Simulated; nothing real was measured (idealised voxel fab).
process module | voxel gate over fins
cross-section cut | 235 nm wide | cells 5 nm
A cross-section is a grid of square cells, given in bands from the top down. A band is one or more rows of cells.
Each band's line starts with the height of the band's top and of its bottom, in nm. Then come its materials from left to right, each with its width in nm. One material with "throughout" fills the band from edge to edge. "air" is empty space.
Height 0 is the level under which the wafer as received is all one material. The lowest band goes on downwards, as in "0 down".
A width such as "30 to 40" changes by the same amount from each row of cells to the next, from the band's top row to its bottom row.
"no change" after a step means that no cell of the cross-section changed.
closed voids: empty space of 8 cells or more with no open way to the top, each as width x height at its distance from the left edge, in nm
after a step's settings: what the simulator itself notes on the step
overlay nm, on a step with a mask: how far to the right of its planned place the mask lay; to the left if negative
plan
1 op RECEIVE | material Si
2 op CONFORMAL_DEP | material SiN | thk nm 5
3 op MASKED_ETCH | tone cover | mask id FINS | width nm 15 | pitch nm 50 | etch materials SiN | depth nm 5 | overlay nm 0
4 op MASKED_ETCH | tone cover | mask id FINS | width nm 15 | pitch nm 50 | etch materials Si | depth nm 35 | overlay nm 0
5 op FILL_DEP | material SiO2 | thk nm 10
6 op CMP | height nm 5
7 op DIRECTIONAL_DEP | material aC | thk nm 10
8 op PATTERN | tone open | mask id RAIL | material resist | width nm 15 | thk nm 30 | overlay nm 0
9 op DIRECTIONAL_ETCH | etch materials aC | depth nm 10
10 op STRIP | etch materials resist
11 op DIRECTIONAL_ETCH | etch materials SiO2 | depth nm 35
12 op STRIP | etch materials aC
13 op CONFORMAL_DEP | material TiN | thk nm 5
14 op FILL_DEP | material W | thk nm 10
15 op CMP | height nm 5
16 op SELECTIVE_ETCH | etch materials W Ru TiN | depth nm 20
17 op FILL_DEP | material SiO2 | thk nm 5
18 op CMP | height nm 5
19 op SELECTIVE_ETCH | etch materials SiO2 | depth nm 15
20 op STRIP | etch materials SiN
21 op CONFORMAL_DEP | material HfO2 | thk nm 5
22 op CONFORMAL_DEP | material TiN | thk nm 5
23 op CONFORMAL_DEP | material TiAl | thk nm 5
24 op CONFORMAL_DEP | material TiN | thk nm 5
25 op FILL_DEP | material W | thk nm 15
26 op CMP | height nm 30
27 op CONFORMAL_DEP | material SiCN | thk nm 10
as received, after step 1
  0 down: Si throughout
  closed voids: none
first wafer at the end, as planned
  40 to 30: SiCN throughout
  30 to 20: W throughout
  20 to 15: W 15 | TiN 205 | W 15
  15 to 10: W 15 | TiN 5 | TiAl 45 | TiN 5 | TiAl 45 | TiN 5 | TiAl 45 | TiN 5 | TiAl 45 | TiN 5 | W 15
  10 to 5: TiN 20 | TiAl 5 | TiN 35 | TiAl 5 | TiN 5 | TiAl 5 | TiN 35 | TiAl 5 | TiN 5 | TiAl 5 | TiN 35 | TiAl 5 | TiN 5 | TiAl 5 | TiN 35 | TiAl 5 | TiN 20
  5 to 0: TiAl 25 | TiN 5 | HfO2 25 | TiN 5 | TiAl 15 | TiN 5 | HfO2 25 | TiN 5 | TiAl 15 | TiN 5 | HfO2 25 | TiN 5 | TiAl 15 | TiN 5 | HfO2 25 | TiN 5 | TiAl 25
  0 to -5: TiN 30 | HfO2 5 | Si 15 | HfO2 5 | TiN 25 | HfO2 5 | Si 15 | HfO2 5 | TiN 25 | HfO2 5 | Si 15 | HfO2 5 | TiN 25 | HfO2 5 | Si 15 | HfO2 5 | TiN 30
  -5 to -10: HfO2 35 | Si 15 | HfO2 35 | Si 15 | HfO2 35 | Si 15 | HfO2 35 | Si 15 | HfO2 35
  -10 to -15: SiO2 35 | Si 15 | SiO2 35 | Si 15 | SiO2 35 | Si 15 | SiO2 35 | Si 15 | SiO2 35
  -15 to -25: SiO2 35 | Si 15 | SiO2 10 | TiN 5 | W 5 | TiN 5 | SiO2 10 | Si 15 | SiO2 35 | Si 15 | SiO2 35 | Si 15 | SiO2 35
  -25 to -30: SiO2 35 | Si 15 | SiO2 10 | TiN 15 | SiO2 10 | Si 15 | SiO2 35 | Si 15 | SiO2 35 | Si 15 | SiO2 35
  -30 to -35: SiO2 35 | Si 15 | SiO2 35 | Si 15 | SiO2 35 | Si 15 | SiO2 35 | Si 15 | SiO2 35
  -35 down: Si throughout
  closed voids: none
second wafer at the end: like start, like plan, one mistake
  40 to 30: SiCN throughout
  30 to 20: W throughout
  20 to 15: W 15 | TiN 205 | W 15
  15 to 10: W 15 | TiN 5 | TiAl 45 | TiN 5 | TiAl 45 | TiN 5 | TiAl 45 | TiN 5 | TiAl 45 | TiN 5 | W 15
  10 to 5: TiN 20 | TiAl 5 | TiN 35 | TiAl 5 | TiN 5 | TiAl 5 | TiN 35 | TiAl 5 | TiN 5 | TiAl 5 | TiN 35 | TiAl 5 | TiN 5 | TiAl 5 | TiN 35 | TiAl 5 | TiN 20
  5 to 0: TiAl 25 | TiN 5 | HfO2 25 | TiN 5 | TiAl 15 | TiN 5 | HfO2 25 | TiN 5 | TiAl 15 | TiN 5 | HfO2 25 | TiN 5 | TiAl 15 | TiN 5 | HfO2 25 | TiN 5 | TiAl 25
  0 to -5: TiN 30 | HfO2 5 | Si 15 | HfO2 5 | TiN 25 | HfO2 5 | Si 15 | HfO2 5 | TiN 25 | HfO2 5 | Si 15 | HfO2 5 | TiN 25 | HfO2 5 | Si 15 | HfO2 5 | TiN 30
  -5 to -10: HfO2 35 | Si 15 | HfO2 35 | Si 15 | HfO2 35 | Si 15 | HfO2 35 | Si 15 | HfO2 35
  -10 to -15: SiO2 35 | Si 15 | SiO2 35 | Si 15 | SiO2 35 | Si 15 | SiO2 35 | Si 15 | SiO2 35
  -15 to -25: SiO2 35 | Si 15 | SiO2 10 | TiN 5 | W 5 | TiN 5 | SiO2 10 | Si 15 | SiO2 35 | Si 15 | SiO2 35 | Si 15 | SiO2 35
  -25 to -30: SiO2 35 | Si 15 | SiO2 10 | TiN 15 | SiO2 10 | Si 15 | SiO2 35 | Si 15 | SiO2 35 | Si 15 | SiO2 35
  -30 down: Si throughout
  closed voids: none
what went wrong: step 4 ran as: op MASKED_ETCH | tone cover | mask id FINS | width nm 15 | pitch nm 50 | etch materials Si | depth nm 30 | overlay nm 0
at the end the second wafer has, in cells: 35 more of Si | 35 fewer of SiO2
